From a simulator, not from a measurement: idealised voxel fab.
process module | voxel spacer lines
cross-section cut | 225 nm wide | cells 5 nm
A cross-section is a grid of square cells, given in bands from the top down. A band is one or more rows of cells.
Each band's line starts with the height of the band's top and of its bottom, in nm. Then come its materials from left to right, each with its width in nm. One material with "throughout" fills the band from edge to edge. "air" is empty space.
Height 0 is the level under which the wafer as received is all one material. The lowest band goes on downwards, as in "0 down".
A width such as "30 to 40" changes by the same amount from each row of cells to the next, from the band's top row to its bottom row.
"no change" after a step means that no cell of the cross-section changed.
closed voids: empty space of 8 cells or more with no open way to the top, each as width x height at its distance from the left edge, in nm
after a step's settings: what the simulator itself notes on the step
overlay nm, on a step with a mask: how far to the right of its planned place the mask lay; to the left if negative
plan
1 op RECEIVE | material Si
2 op CONFORMAL_DEP | material SiO2 | thk nm 5
3 op DIRECTIONAL_DEP | material TiN | thk nm 20
4 op DIRECTIONAL_DEP | material polySi | thk nm 25
5 op PATTERN | tone cover | mask id MANDREL | material resist | width nm 15 | pitch nm 50 | thk nm 35 | overlay nm 0
6 op DIRECTIONAL_ETCH | etch materials polySi | depth nm 25
7 op STRIP | etch materials resist
8 op CONFORMAL_DEP | material SiN | thk nm 10
9 op DIRECTIONAL_ETCH | etch materials SiN | depth nm 10
10 op STRIP | etch materials polySi
11 op DIRECTIONAL_ETCH | etch materials TiN | depth nm 20
12 op STRIP | etch materials SiN
as received, after step 1
  0 down: Si throughout
  closed voids: none
a wafer at the end: this start, this plan, one mistake
  30 to 5: polySi throughout
  5 to 0: SiO2 throughout
  0 down: Si throughout
  closed voids: none
what went wrong: steps 3 and 4 were swapped
